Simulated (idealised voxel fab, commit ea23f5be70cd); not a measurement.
The process module that follows is named voxel wiring stack.
Xsec cut, 185 nm wide, square cell size 5 nm.
Think of the cross-section as a grid of square cells. We describe it in bands, top to bottom, and each band covers one or more rows of those cells.
The band entry comprises the height of the band's top followed by the height of its bottom, expressed in nm, and subsequently the band's materials from left to right, each stated together with its width in nm. Where a single material is marked with the word "everywhere", that material fills the band from edge to edge. The word "air" represents empty space.
Heights are measured from 0, the level below which the as-received wafer is all one material; the lowest band has no bottom and continues downward, written as in "top 0, no bottom".
It should be noted that a width expressed as "30 to 40" varies in equal increments from row to row of cells within the band, taking the value of the first number at the top row and that of the second number at the bottom row.
Step marked "no change"? Then no cell in the cross-section changed in it.
"Closed voids list": sealed empty spaces, 8 cells or more, no open way to top, listed width x height at distance, with distance from the left edge and width, height and distance in nm.
That trailing text on a step's line, after the settings, is the simulator's own remark on the step.
The "overlay nm" setting may appear on a step's line; for a step that uses a mask, it gives how far to the right of its planned position the mask lay, and a negative value indicates the left.
Each pair of cross-sections that follows straddles one process step: the one shows the state before the step, the other the state after it, down to the lowest band that changed and no further. The step in question, and its settings, are given under the pair. Note that a pair is not necessarily a continuation of the pair above it, since pairs can come from different runs of this module on the same starting wafer; it is a continuation only where its entry headed "Pre-process state" says so.

# Pre-process state
	top 180, bottom 170 = SiO2 everywhere
	top 170, bottom 165 = SiO2 55 nm, then SiN 30 nm, then SiO2 15 nm, then SiN 30 nm, then SiO2 55 nm
	top 165, bottom 140 = SiO2 55 nm, then SiN 5 nm, then W 20 nm, then SiN 5 nm, then SiO2 15 nm, then SiN 5 nm, then W 20 nm, then SiN 5 nm, then SiO2 55 nm
	top 140, bottom 135 = SiN 60 nm, then TiN 20 nm, then SiN 25 nm, then TiN 20 nm, then SiN 60 nm
	top 135, bottom 125 = lowk 60 nm, then Ru 15 nm, then lowk 30 nm, then Ru 15 nm, then lowk 65 nm
	top 125, bottom 120 = SiCN 60 nm, then Ru 15 nm, then SiCN 30 nm, then Ru 15 nm, then SiCN 65 nm
	top 120, bottom 95 = SiO2 60 nm, then TiN 5 nm, then Cu 10 nm, then TiN 5 nm, then SiO2 25 nm, then TiN 5 nm, then Cu 10 nm, then TiN 5 nm, then SiO2 60 nm
	top 95, bottom 90 = SiCN 60 nm, then TiN 20 nm, then SiCN 25 nm, then TiN 20 nm, then SiCN 60 nm
	top 90, bottom 80 = lowk 60 nm, then TiN 5 nm, then W 5 nm, then TiN 5 nm, then lowk 110 nm
	top 80, bottom 75 = SiCN 60 nm, then TiN 15 nm, then SiCN 110 nm
	top 75, bottom 60 = SiO2 60 nm, then TiN 5 nm, then Cu 10 nm, then TiN 5 nm, then SiO2 25 nm, then TiN 5 nm, then Cu 10 nm, then TiN 5 nm, then SiO2 60 nm
	top 60, bottom 55 = SiO2 60 nm, then TiN 5 nm, then Cu 5 nm, then TiN 10 nm, then SiO2 25 nm, then TiN 5 nm, then Cu 5 nm, then TiN 10 nm, then SiO2 60 nm
	top 55, bottom 40 = SiO2 60 nm, then TiN 5 nm, then Cu 5 nm, then TiN 5 nm, then SiO2 30 nm, then TiN 5 nm, then Cu 5 nm, then TiN 5 nm, then SiO2 65 nm
	top 40, bottom 35 = SiCN 60 nm, then TiN 15 nm, then SiCN 30 nm, then TiN 15 nm, then SiCN 65 nm
	top 35, bottom 20 = lowk 55 nm, then SiN 5 nm, then W 20 nm, then SiN 5 nm, then lowk 15 nm, then SiN 5 nm, then W 20 nm, then SiN 5 nm, then lowk 55 nm
	top 20, bottom 15 = SiN 60 nm, then TiN 20 nm, then SiN 25 nm, then TiN 20 nm, then SiN 60 nm
	top 15, bottom 0 = SiO2 everywhere
	top 0, no bottom = Si everywhere
	Closed voids list: none

# Resulting Cross-Section
	top 185, bottom 180 = SiN everywhere
	For the remainder of the cross-section, below 180, there is no change.
	Closed voids list: none
Operation between the pre and post cross-sections above: CONFORMAL_DEP with material SiN, thk nm 5

# Pre-process state
	top 75, bottom 40 = SiO2 everywhere
	top 40, bottom 35 = SiCN everywhere
	top 35, bottom 20 = lowk 55 nm, then SiN 5 nm, then W 20 nm, then SiN 5 nm, then lowk 15 nm, then SiN 5 nm, then W 20 nm, then SiN 5 nm, then lowk 55 nm
	top 20, bottom 15 = SiN 60 nm, then TiN 20 nm, then SiN 25 nm, then TiN 20 nm, then SiN 60 nm
	top 15, bottom 0 = SiO2 everywhere
	top 0, no bottom = Si everywhere
	Closed voids list: none

# Resulting Cross-Section
	top 110, bottom 40 = SiO2 everywhere
	For the remainder of the cross-section, below 40, there is no change.
	Closed voids list: none
Operation between the pre and post cross-sections above: DIRECTIONAL_DEP with material SiO2, thk nm 35

Pre-process state: The initial state for this step is given by the after cross-section of the immediately preceding pair.

# Resulting Cross-Section
	top 110, bottom 90 = SiO2 60 nm, then air 20 nm, then SiO2 25 nm, then air 20 nm, then SiO2 60 nm
	For the remainder of the cross-section, below 90, there is no change.
	Closed voids list: none
Operation between the pre and post cross-sections above: MASKED_ETCH with tone open, mask id METAL_2, width nm 20, pitch nm 45, etch materials SiO2, depth nm 20, overlay nm 0

Pre-process state: The initial state for this step is given by the after cross-section of the immediately preceding pair.

# Resulting Cross-Section
	top 125, bottom 110 = aC 60 nm, then air 20 nm, then aC 25 nm, then air 20 nm, then aC 60 nm
	top 110, bottom 105 = SiO2 60 nm, then air 20 nm, then SiO2 25 nm, then air 20 nm, then SiO2 60 nm
	top 105, bottom 90 = SiO2 60 nm, then aC 20 nm, then SiO2 25 nm, then aC 20 nm, then SiO2 60 nm
	For the remainder of the cross-section, below 90, there is no change.
	Closed voids list: none
Operation between the pre and post cross-sections above: DIRECTIONAL_DEP with material aC, thk nm 15

Pre-process state: The initial state for this step is given by the after cross-section of the immediately preceding pair.

# Resulting Cross-Section
	top 160, bottom 125 = resist 60 nm, then air 15 nm, then resist 30 nm, then air 15 nm, then resist 65 nm
	top 125, bottom 110 = aC 60 nm, then air 15 nm, then resist 5 nm, then aC 25 nm, then air 15 nm, then resist 5 nm, then aC 60 nm
	top 110, bottom 105 = SiO2 60 nm, then air 15 nm, then resist 5 nm, then SiO2 25 nm, then air 15 nm, then resist 5 nm, then SiO2 60 nm
	For the remainder of the cross-section, below 105, there is no change.
	Closed voids list: none
Operation between the pre and post cross-sections above: PATTERN with tone open, mask id METAL_2_HOLES, material resist, width nm 15, pitch nm 45, thk nm 35, overlay nm 0

Pre-process state: The initial state for this step is given by the after cross-section of the immediately preceding pair.

# Resulting Cross-Section
	top 145, bottom 125 = resist 60 nm, then air 15 nm, then resist 30 nm, then air 15 nm, then resist 65 nm
	top 125, bottom 110 = aC 60 nm, then air 15 nm, then resist 5 nm, then aC 25 nm, then air 15 nm, then resist 5 nm, then aC 60 nm
	top 110, bottom 105 = SiO2 60 nm, then air 15 nm, then resist 5 nm, then SiO2 25 nm, then air 15 nm, then resist 5 nm, then SiO2 60 nm
	top 105, bottom 90 = SiO2 60 nm, then air 15 nm, then aC 5 nm, then SiO2 25 nm, then air 15 nm, then aC 5 nm, then SiO2 60 nm
	For the remainder of the cross-section, below 90, there is no change.
	Closed voids list: none
Operation between the pre and post cross-sections above: DIRECTIONAL_ETCH with etch materials aC, depth nm 15

Pre-process state: The initial state for this step is given by the after cross-section of the immediately preceding pair.

# Resulting Cross-Section
	top 125, bottom 110 = aC 60 nm, then air 20 nm, then aC 25 nm, then air 20 nm, then aC 60 nm
	top 110, bottom 105 = SiO2 60 nm, then air 20 nm, then SiO2 25 nm, then air 20 nm, then SiO2 60 nm
	For the remainder of the cross-section, below 105, there is no change.
	Closed voids list: none
Operation between the pre and post cross-sections above: STRIP with etch materials resist

Pre-process state: The initial state for this step is given by the after cross-section of the immediately preceding pair.

# Resulting Cross-Section
	top 125, bottom 110 = aC 60 nm, then air 20 nm, then aC 25 nm, then air 20 nm, then aC 60 nm
	top 110, bottom 105 = SiO2 60 nm, then air 20 nm, then SiO2 25 nm, then air 20 nm, then SiO2 60 nm
	top 105, bottom 90 = SiO2 60 nm, then air 15 nm, then aC 5 nm, then SiO2 25 nm, then air 15 nm, then aC 5 nm, then SiO2 60 nm
	top 90, bottom 75 = SiO2 60 nm, then air 15 nm, then SiO2 30 nm, then air 15 nm, then SiO2 65 nm
	For the remainder of the cross-section, below 75, there is no change.
	Closed voids list: none
Operation between the pre and post cross-sections above: DIRECTIONAL_ETCH with etch materials SiO2, depth nm 15

Pre-process state: The initial state for this step is given by the after cross-section of the immediately preceding pair.

# Resulting Cross-Section
	top 110, bottom 90 = SiO2 60 nm, then air 20 nm, then SiO2 25 nm, then air 20 nm, then SiO2 60 nm
	For the remainder of the cross-section, below 90, there is no change.
	Closed voids list: none
Operation between the pre and post cross-sections above: STRIP with etch materials aC

Pre-process state: The initial state for this step is given by the after cross-section of the immediately preceding pair.

# Resulting Cross-Section
	top 115, bottom 110 = TiN 65 nm, then air 10 nm, then TiN 35 nm, then air 10 nm, then TiN 65 nm
	top 110, bottom 95 = SiO2 60 nm, then TiN 5 nm, then air 10 nm, then TiN 5 nm, then SiO2 25 nm, then TiN 5 nm, then air 10 nm, then TiN 5 nm, then SiO2 60 nm
	top 95, bottom 90 = SiO2 60 nm, then TiN 5 nm, then air 5 nm, then TiN 10 nm, then SiO2 25 nm, then TiN 5 nm, then air 5 nm, then TiN 10 nm, then SiO2 60 nm
	top 90, bottom 80 = SiO2 60 nm, then TiN 5 nm, then air 5 nm, then TiN 5 nm, then SiO2 30 nm, then TiN 5 nm, then air 5 nm, then TiN 5 nm, then SiO2 65 nm
	top 80, bottom 75 = SiO2 60 nm, then TiN 15 nm, then SiO2 30 nm, then TiN 15 nm, then SiO2 65 nm
	For the remainder of the cross-section, below 75, there is no change.
	Closed voids list: none
Operation between the pre and post cross-sections above: CONFORMAL_DEP with material TiN, thk nm 5

Pre-process state: The initial state for this step is given by the after cross-section of the immediately preceding pair.

# Resulting Cross-Section
	top 120, bottom 115 = Cu everywhere
	top 115, bottom 110 = TiN 65 nm, then Cu 10 nm, then TiN 35 nm, then Cu 10 nm, then TiN 65 nm
	top 110, bottom 95 = SiO2 60 nm, then TiN 5 nm, then Cu 10 nm, then TiN 5 nm, then SiO2 25 nm, then TiN 5 nm, then Cu 10 nm, then TiN 5 nm, then SiO2 60 nm
	top 95, bottom 90 = SiO2 60 nm, then TiN 5 nm, then Cu 5 nm, then TiN 10 nm, then SiO2 25 nm, then TiN 5 nm, then Cu 5 nm, then TiN 10 nm, then SiO2 60 nm
	top 90, bottom 80 = SiO2 60 nm, then TiN 5 nm, then Cu 5 nm, then TiN 5 nm, then SiO2 30 nm, then TiN 5 nm, then Cu 5 nm, then TiN 5 nm, then SiO2 65 nm
	For the remainder of the cross-section, below 80, there is no change.
	Closed voids list: none
Operation between the pre and post cross-sections above: FILL_DEP with material Cu, thk nm 5

Pre-process state: The initial state for this step is given by the after cross-section of the immediately preceding pair.

# Resulting Cross-Section
	top 75, bottom 40 = SiO2 everywhere
	For the remainder of the cross-section, below 40, there is no change.
	Closed voids list: none
Operation between the pre and post cross-sections above: CMP with height nm 75

Pre-process state: The initial state for this step is given by the after cross-section of the immediately preceding pair.

# Resulting Cross-Section
	top 80, bottom 75 = SiCN everywhere
	For the remainder of the cross-section, below 75, there is no change.
	Closed voids list: none
Operation between the pre and post cross-sections above: CONFORMAL_DEP with material SiCN, thk nm 5

Pre-process state: The initial state for this step is given by the after cross-section of the immediately preceding pair.

# Resulting Cross-Section
	top 90, bottom 80 = lowk everywhere
	For the remainder of the cross-section, below 80, there is no change.
	Closed voids list: none
Operation between the pre and post cross-sections above: DIRECTIONAL_DEP with material lowk, thk nm 10

Pre-process state: The initial state for this step is given by the after cross-section of the immediately preceding pair.

# Resulting Cross-Section
	top 110, bottom 90 = resist 60 nm, then air 15 nm, then resist 110 nm
	For the remainder of the cross-section, below 90, there is no change.
	Closed voids list: none
Operation between the pre and post cross-sections above: PATTERN with tone open, mask id PLUG_2, material resist, width nm 15, thk nm 20, overlay nm 0

Pre-process state: The initial state for this step is given by the after cross-section of the immediately preceding pair.

# Resulting Cross-Section
	top 110, bottom 90 = resist 60 nm, then air 15 nm, then resist 110 nm
	top 90, bottom 80 = lowk 60 nm, then air 15 nm, then lowk 110 nm
	For the remainder of the cross-section, below 80, there is no change.
	Closed voids list: none
Operation between the pre and post cross-sections above: DIRECTIONAL_ETCH with etch materials lowk, depth nm 10

Pre-process state: The initial state for this step is given by the after cross-section of the immediately preceding pair.

# Resulting Cross-Section
	top 110, bottom 90 = resist 60 nm, then air 15 nm, then resist 110 nm
	top 90, bottom 80 = lowk 60 nm, then air 15 nm, then lowk 110 nm
	top 80, bottom 75 = SiCN 60 nm, then air 15 nm, then SiCN 110 nm
	For the remainder of the cross-section, below 75, there is no change.
	Closed voids list: none
Operation between the pre and post cross-sections above: DIRECTIONAL_ETCH with etch materials SiCN, depth nm 5

Pre-process state: The initial state for this step is given by the after cross-section of the immediately preceding pair.

# Resulting Cross-Section
	top 90, bottom 80 = lowk 60 nm, then air 15 nm, then lowk 110 nm
	For the remainder of the cross-section, below 80, there is no change.
	Closed voids list: none
Operation between the pre and post cross-sections above: STRIP with etch materials resist

Pre-process state: The initial state for this step is given by the after cross-section of the immediately preceding pair.

# Resulting Cross-Section
	top 95, bottom 90 = TiN 65 nm, then air 5 nm, then TiN 115 nm
	top 90, bottom 80 = lowk 60 nm, then TiN 5 nm, then air 5 nm, then TiN 5 nm, then lowk 110 nm
	top 80, bottom 75 = SiCN 60 nm, then TiN 15 nm, then SiCN 110 nm
	For the remainder of the cross-section, below 75, there is no change.
	Closed voids list: none
Operation between the pre and post cross-sections above: CONFORMAL_DEP with material TiN, thk nm 5

Pre-process state: The initial state for this step is given by the after cross-section of the immediately preceding pair.

# Resulting Cross-Section
	top 100, bottom 95 = W everywhere
	top 95, bottom 90 = TiN 65 nm, then W 5 nm, then TiN 115 nm
	top 90, bottom 80 = lowk 60 nm, then TiN 5 nm, then W 5 nm, then TiN 5 nm, then lowk 110 nm
	For the remainder of the cross-section, below 80, there is no change.
	Closed voids list: none
Operation between the pre and post cross-sections above: FILL_DEP with material W, thk nm 5

Pre-process state: The initial state for this step is given by the after cross-section of the immediately preceding pair.

# Resulting Cross-Section
	top 90, bottom 80 = lowk 60 nm, then TiN 5 nm, then W 5 nm, then TiN 5 nm, then lowk 110 nm
	For the remainder of the cross-section, below 80, there is no change.
	Closed voids list: none
Operation between the pre and post cross-sections above: CMP with height nm 90

Pre-process state: The initial state for this step is given by the after cross-section of the immediately preceding pair.

# Resulting Cross-Section
	top 95, bottom 90 = SiCN everywhere
	For the remainder of the cross-section, below 90, there is no change.
	Closed voids list: none
Operation between the pre and post cross-sections above: CONFORMAL_DEP with material SiCN, thk nm 5

Pre-process state: The initial state for this step is given by the after cross-section of the immediately preceding pair.

# Resulting Cross-Section
	top 120, bottom 95 = SiO2 everywhere
	For the remainder of the cross-section, below 95, there is no change.
	Closed voids list: none
Operation between the pre and post cross-sections above: DIRECTIONAL_DEP with material SiO2, thk nm 25

Pre-process state: The initial state for this step is given by the after cross-section of the immediately preceding pair.

# Resulting Cross-Section
	top 140, bottom 120 = resist 60 nm, then air 20 nm, then resist 25 nm, then air 20 nm, then resist 60 nm
	For the remainder of the cross-section, below 120, there is no change.
	Closed voids list: none
Operation between the pre and post cross-sections above: PATTERN with tone open, mask id METAL_3, material resist, width nm 20, pitch nm 45, thk nm 20, overlay nm 0

Pre-process state: The initial state for this step is given by the after cross-section of the immediately preceding pair.

# Resulting Cross-Section
	top 140, bottom 120 = resist 60 nm, then air 20 nm, then resist 25 nm, then air 20 nm, then resist 60 nm
	top 120, bottom 95 = SiO2 60 nm, then air 20 nm, then SiO2 25 nm, then air 20 nm, then SiO2 60 nm
	For the remainder of the cross-section, below 95, there is no change.
	Closed voids list: none
Operation between the pre and post cross-sections above: DIRECTIONAL_ETCH with etch materials SiO2, depth nm 25

Pre-process state: The initial state for this step is given by the after cross-section of the immediately preceding pair.

# Resulting Cross-Section
	top 140, bottom 120 = resist 60 nm, then air 20 nm, then resist 25 nm, then air 20 nm, then resist 60 nm
	top 120, bottom 95 = SiO2 60 nm, then air 20 nm, then SiO2 25 nm, then air 20 nm, then SiO2 60 nm
	top 95, bottom 90 = SiCN 60 nm, then air 20 nm, then SiCN 25 nm, then air 20 nm, then SiCN 60 nm
	For the remainder of the cross-section, below 90, there is no change.
	Closed voids list: none
Operation between the pre and post cross-sections above: DIRECTIONAL_ETCH with etch materials SiCN, depth nm 5

Pre-process state: The initial state for this step is given by the after cross-section of the immediately preceding pair.

# Resulting Cross-Section
	top 120, bottom 95 = SiO2 60 nm, then air 20 nm, then SiO2 25 nm, then air 20 nm, then SiO2 60 nm
	For the remainder of the cross-section, below 95, there is no change.
	Closed voids list: none
Operation between the pre and post cross-sections above: STRIP with etch materials resist

Pre-process state: The initial state for this step is given by the after cross-section of the immediately preceding pair.

# Resulting Cross-Section
	top 125, bottom 120 = TiN 65 nm, then air 10 nm, then TiN 35 nm, then air 10 nm, then TiN 65 nm
	top 120, bottom 95 = SiO2 60 nm, then TiN 5 nm, then air 10 nm, then TiN 5 nm, then SiO2 25 nm, then TiN 5 nm, then air 10 nm, then TiN 5 nm, then SiO2 60 nm
	top 95, bottom 90 = SiCN 60 nm, then TiN 20 nm, then SiCN 25 nm, then TiN 20 nm, then SiCN 60 nm
	For the remainder of the cross-section, below 90, there is no change.
	Closed voids list: none
Operation between the pre and post cross-sections above: CONFORMAL_DEP with material TiN, thk nm 5

Pre-process state: The initial state for this step is given by the after cross-section of the immediately preceding pair.

# Resulting Cross-Section
	top 135, bottom 125 = Cu everywhere
	top 125, bottom 120 = TiN 65 nm, then Cu 10 nm, then TiN 35 nm, then Cu 10 nm, then TiN 65 nm
	top 120, bottom 95 = SiO2 60 nm, then TiN 5 nm, then Cu 10 nm, then TiN 5 nm, then SiO2 25 nm, then TiN 5 nm, then Cu 10 nm, then TiN 5 nm, then SiO2 60 nm
	For the remainder of the cross-section, below 95, there is no change.
	Closed voids list: none
Operation between the pre and post cross-sections above: FILL_DEP with material Cu, thk nm 10

Pre-process state: The initial state for this step is given by the after cross-section of the immediately preceding pair.

# Resulting Cross-Section
	top 120, bottom 95 = SiO2 60 nm, then TiN 5 nm, then Cu 10 nm, then TiN 5 nm, then SiO2 25 nm, then TiN 5 nm, then Cu 10 nm, then TiN 5 nm, then SiO2 60 nm
	For the remainder of the cross-section, below 95, there is no change.
	Closed voids list: none
Operation between the pre and post cross-sections above: CMP with height nm 120

Pre-process state: The initial state for this step is given by the after cross-section of the immediately preceding pair.

# Resulting Cross-Section
	top 125, bottom 120 = SiCN everywhere
	For the remainder of the cross-section, below 120, there is no change.
	Closed voids list: none
Operation between the pre and post cross-sections above: CONFORMAL_DEP with material SiCN, thk nm 5

Pre-process state: The initial state for this step is given by the after cross-section of the immediately preceding pair.

# Resulting Cross-Section
	top 135, bottom 125 = lowk everywhere
	For the remainder of the cross-section, below 125, there is no change.
	Closed voids list: none
Operation between the pre and post cross-sections above: DIRECTIONAL_DEP with material lowk, thk nm 10

Pre-process state: The initial state for this step is given by the after cross-section of the immediately preceding pair.

# Resulting Cross-Section
	top 150, bottom 135 = resist 60 nm, then air 15 nm, then resist 30 nm, then air 15 nm, then resist 65 nm
	For the remainder of the cross-section, below 135, there is no change.
	Closed voids list: none
Operation between the pre and post cross-sections above: PATTERN with tone open, mask id PLUG_3, material resist, width nm 15, pitch nm 45, thk nm 15, overlay nm 0

Pre-process state: The initial state for this step is given by the after cross-section of the immediately preceding pair.

# Resulting Cross-Section
	top 150, bottom 135 = resist 60 nm, then air 15 nm, then resist 30 nm, then air 15 nm, then resist 65 nm
	top 135, bottom 125 = lowk 60 nm, then air 15 nm, then lowk 30 nm, then air 15 nm, then lowk 65 nm
	For the remainder of the cross-section, below 125, there is no change.
	Closed voids list: none
Operation between the pre and post cross-sections above: DIRECTIONAL_ETCH with etch materials lowk, depth nm 10

Pre-process state: The initial state for this step is given by the after cross-section of the immediately preceding pair.

# Resulting Cross-Section
	top 150, bottom 135 = resist 60 nm, then air 15 nm, then resist 30 nm, then air 15 nm, then resist 65 nm
	top 135, bottom 125 = lowk 60 nm, then air 15 nm, then lowk 30 nm, then air 15 nm, then lowk 65 nm
	top 125, bottom 120 = SiCN 60 nm, then air 15 nm, then SiCN 30 nm, then air 15 nm, then SiCN 65 nm
	For the remainder of the cross-section, below 120, there is no change.
	Closed voids list: none
Operation between the pre and post cross-sections above: DIRECTIONAL_ETCH with etch materials SiCN, depth nm 5

Pre-process state: The initial state for this step is given by the after cross-section of the immediately preceding pair.

# Resulting Cross-Section
	top 135, bottom 125 = lowk 60 nm, then air 15 nm, then lowk 30 nm, then air 15 nm, then lowk 65 nm
	For the remainder of the cross-section, below 125, there is no change.
	Closed voids list: none
Operation between the pre and post cross-sections above: STRIP with etch materials resist

Pre-process state: The initial state for this step is given by the after cross-section of the immediately preceding pair.

# Resulting Cross-Section
	top 135, bottom 130 = lowk 60 nm, then air 15 nm, then lowk 30 nm, then air 15 nm, then lowk 65 nm
	top 130, bottom 125 = lowk 60 nm, then Ru 15 nm, then lowk 30 nm, then Ru 15 nm, then lowk 65 nm
	top 125, bottom 120 = SiCN 60 nm, then Ru 15 nm, then SiCN 30 nm, then Ru 15 nm, then SiCN 65 nm
	For the remainder of the cross-section, below 120, there is no change.
	Closed voids list: none
Operation between the pre and post cross-sections above: EPI with material Ru, thk nm 10

Pre-process state: The initial state for this step is given by the after cross-section of the immediately preceding pair.

# Resulting Cross-Section
	top 135, bottom 125 = lowk 60 nm, then Ru 15 nm, then lowk 30 nm, then Ru 15 nm, then lowk 65 nm
	For the remainder of the cross-section, below 125, there is no change.
	Closed voids list: none
Operation between the pre and post cross-sections above: EPI with material Ru, thk nm 5

Pre-process state: The initial state for this step is given by the after cross-section of the immediately preceding pair.

# Resulting Cross-Section
	top 140, bottom 135 = TiN everywhere
	For the remainder of the cross-section, below 135, there is no change.
	Closed voids list: none
Operation between the pre and post cross-sections above: DIRECTIONAL_DEP with material TiN, thk nm 5

Pre-process state: The initial state for this step is given by the after cross-section of the immediately preceding pair.

# Resulting Cross-Section
	top 165, bottom 140 = W everywhere
	For the remainder of the cross-section, below 140, there is no change.
	Closed voids list: none
Operation between the pre and post cross-sections above: DIRECTIONAL_DEP with material W, thk nm 25

Pre-process state: The initial state for this step is given by the after cross-section of the immediately preceding pair.

# Resulting Cross-Section
	top 165, bottom 140 = air 60 nm, then W 20 nm, then air 25 nm, then W 20 nm, then air 60 nm
	For the remainder of the cross-section, below 140, there is no change.
	Closed voids list: none
Operation between the pre and post cross-sections above: MASKED_ETCH with tone cover, mask id METAL_4, width nm 20, pitch nm 45, etch materials W, depth nm 25, overlay nm 0

Pre-process state: The initial state for this step is given by the after cross-section of the immediately preceding pair.

# Resulting Cross-Section
	top 165, bottom 140 = air 60 nm, then W 20 nm, then air 25 nm, then W 20 nm, then air 60 nm
	top 140, bottom 135 = air 60 nm, then TiN 20 nm, then air 25 nm, then TiN 20 nm, then air 60 nm
	For the remainder of the cross-section, below 135, there is no change.
	Closed voids list: none
Operation between the pre and post cross-sections above: MASKED_ETCH with tone cover, mask id METAL_4, width nm 20, pitch nm 45, etch materials TiN, depth nm 5, overlay nm 0

Pre-process state: The initial state for this step is given by the after cross-section of the immediately preceding pair.

# Resulting Cross-Section
	top 170, bottom 165 = air 55 nm, then SiN 30 nm, then air 15 nm, then SiN 30 nm, then air 55 nm
	top 165, bottom 140 = air 55 nm, then SiN 5 nm, then W 20 nm, then SiN 5 nm, then air 15 nm, then SiN 5 nm, then W 20 nm, then SiN 5 nm, then air 55 nm
	top 140, bottom 135 = SiN 60 nm, then TiN 20 nm, then SiN 25 nm, then TiN 20 nm, then SiN 60 nm
	For the remainder of the cross-section, below 135, there is no change.
	Closed voids list: none
Operation between the pre and post cross-sections above: CONFORMAL_DEP with material SiN, thk nm 5

Pre-process state: The initial state for this step is given by the after cross-section of the immediately preceding pair.

# Resulting Cross-Section
	top 180, bottom 170 = SiO2 everywhere
	top 170, bottom 165 = SiO2 55 nm, then SiN 30 nm, then SiO2 15 nm, then SiN 30 nm, then SiO2 55 nm
	top 165, bottom 140 = SiO2 55 nm, then SiN 5 nm, then W 20 nm, then SiN 5 nm, then SiO2 15 nm, then SiN 5 nm, then W 20 nm, then SiN 5 nm, then SiO2 55 nm
	For the remainder of the cross-section, below 140, there is no change.
	Closed voids list: none
Operation between the pre and post cross-sections above: FILL_DEP with material SiO2, thk nm 10

Pre-process state: The initial state for this step is given by the after cross-section of the immediately preceding pair.

# Resulting Cross-Section
	top 165, bottom 140 = SiO2 55 nm, then SiN 5 nm, then W 20 nm, then SiN 5 nm, then SiO2 15 nm, then SiN 5 nm, then W 20 nm, then SiN 5 nm, then SiO2 55 nm
	For the remainder of the cross-section, below 140, there is no change.
	Closed voids list: none
Operation between the pre and post cross-sections above: CMP with height nm 165

Pre-process state: The initial state for this step is given by the after cross-section of the immediately preceding pair.

# Resulting Cross-Section
	top 170, bottom 165 = SiN everywhere
	For the remainder of the cross-section, below 165, there is no change.
	Closed voids list: none
Operation between the pre and post cross-sections above: CONFORMAL_DEP with material SiN, thk nm 5

# Pre-process state
	top 75, bottom 60 = SiO2 60 nm, then TiN 5 nm, then Cu 10 nm, then TiN 5 nm, then SiO2 25 nm, then TiN 5 nm, then Cu 10 nm, then TiN 5 nm, then SiO2 60 nm
	top 60, bottom 55 = SiO2 60 nm, then TiN 5 nm, then Cu 5 nm, then TiN 10 nm, then SiO2 25 nm, then TiN 5 nm, then Cu 5 nm, then TiN 10 nm, then SiO2 60 nm
	top 55, bottom 40 = SiO2 60 nm, then TiN 5 nm, then Cu 5 nm, then TiN 5 nm, then SiO2 30 nm, then TiN 5 nm, then Cu 5 nm, then TiN 5 nm, then SiO2 65 nm
	top 40, bottom 35 = SiCN 60 nm, then TiN 15 nm, then SiCN 30 nm, then TiN 15 nm, then SiCN 65 nm
	top 35, bottom 20 = lowk 55 nm, then SiN 5 nm, then W 20 nm, then SiN 5 nm, then lowk 15 nm, then SiN 5 nm, then W 20 nm, then SiN 5 nm, then lowk 55 nm
	top 20, bottom 15 = SiN 60 nm, then TiN 20 nm, then SiN 25 nm, then TiN 20 nm, then SiN 60 nm
	top 15, bottom 0 = SiO2 everywhere
	top 0, no bottom = Si everywhere
	Closed voids list: none

# Resulting Cross-Section
	top 85, bottom 75 = lowk everywhere
	For the remainder of the cross-section, below 75, there is no change.
	Closed voids list: none
Operation between the pre and post cross-sections above: DIRECTIONAL_DEP with material lowk, thk nm 10

Pre-process state: The initial state for this step is given by the after cross-section of the immediately preceding pair.

# Resulting Cross-Section
	top 90, bottom 85 = SiCN everywhere
	For the remainder of the cross-section, below 85, there is no change.
	Closed voids list: none
Operation between the pre and post cross-sections above: CONFORMAL_DEP with material SiCN, thk nm 5

Pre-process state: The initial state for this step is given by the after cross-section of the immediately preceding pair.

# Resulting Cross-Section
	top 110, bottom 90 = resist 60 nm, then air 15 nm, then resist 110 nm
	For the remainder of the cross-section, below 90, there is no change.
	Closed voids list: none
Operation between the pre and post cross-sections above: PATTERN with tone open, mask id PLUG_2, material resist, width nm 15, thk nm 20, overlay nm 0

Pre-process state: The initial state for this step is given by the after cross-section of the immediately preceding pair.

# Resulting Cross-Section
	top 110, bottom 90 = resist 60 nm, then air 15 nm, then resist 110 nm
	top 90, bottom 85 = SiCN 60 nm, then air 15 nm, then SiCN 110 nm
	For the remainder of the cross-section, below 85, there is no change.
	Closed voids list: none
Operation between the pre and post cross-sections above: DIRECTIONAL_ETCH with etch materials SiCN, depth nm 5

Pre-process state: The initial state for this step is given by the after cross-section of the immediately preceding pair.

# Resulting Cross-Section
	top 90, bottom 85 = SiCN 60 nm, then air 15 nm, then SiCN 110 nm
	For the remainder of the cross-section, below 85, there is no change.
	Closed voids list: none
Operation between the pre and post cross-sections above: STRIP with etch materials resist

Pre-process state: The initial state for this step is given by the after cross-section of the immediately preceding pair.

# Resulting Cross-Section
	top 95, bottom 90 = TiN 65 nm, then air 5 nm, then TiN 115 nm
	top 90, bottom 85 = SiCN 60 nm, then TiN 15 nm, then SiCN 110 nm
	For the remainder of the cross-section, below 85, there is no change.
	Closed voids list: none
Operation between the pre and post cross-sections above: CONFORMAL_DEP with material TiN, thk nm 5

Pre-process state: The initial state for this step is given by the after cross-section of the immediately preceding pair.

# Resulting Cross-Section
	top 100, bottom 95 = W everywhere
	top 95, bottom 90 = TiN 65 nm, then W 5 nm, then TiN 115 nm
	For the remainder of the cross-section, below 90, there is no change.
	Closed voids list: none
Operation between the pre and post cross-sections above: FILL_DEP with material W, thk nm 5

Pre-process state: The initial state for this step is given by the after cross-section of the immediately preceding pair.

# Resulting Cross-Section
	top 90, bottom 85 = SiCN 60 nm, then TiN 15 nm, then SiCN 110 nm
	For the remainder of the cross-section, below 85, there is no change.
	Closed voids list: none
Operation between the pre and post cross-sections above: CMP with height nm 90

Pre-process state: The initial state for this step is given by the after cross-section of the immediately preceding pair.

# Resulting Cross-Section
	top 95, bottom 90 = SiCN everywhere
	For the remainder of the cross-section, below 90, there is no change.
	Closed voids list: none
Operation between the pre and post cross-sections above: CONFORMAL_DEP with material SiCN, thk nm 5

Pre-process state: The initial state for this step is given by the after cross-section of the immediately preceding pair.

# Resulting Cross-Section
	top 120, bottom 95 = SiO2 everywhere
	For the remainder of the cross-section, below 95, there is no change.
	Closed voids list: none
Operation between the pre and post cross-sections above: DIRECTIONAL_DEP with material SiO2, thk nm 25

Pre-process state: The initial state for this step is given by the after cross-section of the immediately preceding pair.

# Resulting Cross-Section
	top 140, bottom 120 = resist 60 nm, then air 20 nm, then resist 25 nm, then air 20 nm, then resist 60 nm
	For the remainder of the cross-section, below 120, there is no change.
	Closed voids list: none
Operation between the pre and post cross-sections above: PATTERN with tone open, mask id METAL_3, material resist, width nm 20, pitch nm 45, thk nm 20, overlay nm 0
